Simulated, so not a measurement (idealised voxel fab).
Process module, titled voxel fin reveal
190 nm wide, 5 nm square cells: that's cross-section cut.
For the purposes of this document, a cross-section shall be understood as a grid of square cells, specified as bands listed in top-to-bottom order, each band consisting of one or more rows of cells. It is stipulated that each band's entry specify, in nanometres, the height of the top of the band and then that of its bottom, followed by the materials of the band in left-to-right sequence, each together with its width in nanometres. A single material marked by the word "full width" is understood to fill the band from edge to edge; the word "air" is understood to denote empty space. Convention: height 0 is the level below which the wafer, as received, is all one material. The lowest band does not terminate at the bottom but continues downward, represented as "z 0 and below". Width: "30..40" (first number = top row, second number = bottom row, same change from row to row of cells). The designation "no change occurred", where it is given for a processing step, indicates that no cell of the cross-section was altered in the course of that step. Look at "Tabulated closed voids" for the closed voids: empty spaces with no open path to the top, sized 8 cells or up. Each is width x height at distance, distance from the left edge, all nm. Step line, after settings: the simulator's comment on this step. If you see "overlay nm" on a step's line and that step has a mask, it's telling you how far right of where it was planned the mask ended up; a negative number means it went left instead.
THE FOLLOWING LIST GIVES THE PLANNED PROCESS STEPS
1) RECEIVE,material Si
2) CONFORMAL_DEP,material SiN,thk nm 10
3) DIRECTIONAL_DEP,material aC,thk nm 10
4) PATTERN,tone cover,mask id FINS,material resist,width nm 15,pitch nm 40,thk nm 25,overlay nm 0
5) DIRECTIONAL_ETCH,etch materials aC,depth nm 10
6) STRIP,etch materials resist
7) DIRECTIONAL_ETCH,etch materials SiN,depth nm 10
8) DIRECTIONAL_ETCH,etch materials Si,depth nm 30
9) STRIP,etch materials aC
10) FILL_DEP,material SiO2,thk nm 10
11) CMP,height nm 10
12) SELECTIVE_ETCH,etch materials SiO2,depth nm 20
13) STRIP,etch materials SiN
14) CONFORMAL_DEP,material SiO2,thk nm 5
RECEIVED-STATE CROSS-SECTION, REFLECTING COMPLETION OF STEP 1
* z 0 and below | Si full width
* Tabulated closed voids: none
STARTING STRUCTURE AND PROCESS PLAN ARE AS SHOWN ABOVE, BUT ONE MISTAKE WAS MADE IN RUNNING THE MODULE; THE WAFER CROSS-SECTION AT THE END OF THE MODULE FOLLOWS
* z 5 to 0 | 70 SiO2, then 5 air, then 35 SiO2, then 5 air, then 75 SiO2
* z 0 to -5 | 65 Si, then 5 SiO2, then 5 air, then 5 SiO2, then 25 Si, then 5 SiO2, then 5 air, then 5 SiO2, then 70 Si
* z -5 to -30 | 65 Si, then 15 SiO2, then 25 Si, then 15 SiO2, then 70 Si
* z -30 and below | Si full width
* Tabulated closed voids: none
The mistake made against the process plan was this: step 4: run off-plan, actual operation and settings PATTERN,tone open,mask id FINS,material resist,width nm 15,pitch nm 40,thk nm 25,overlay nm 0
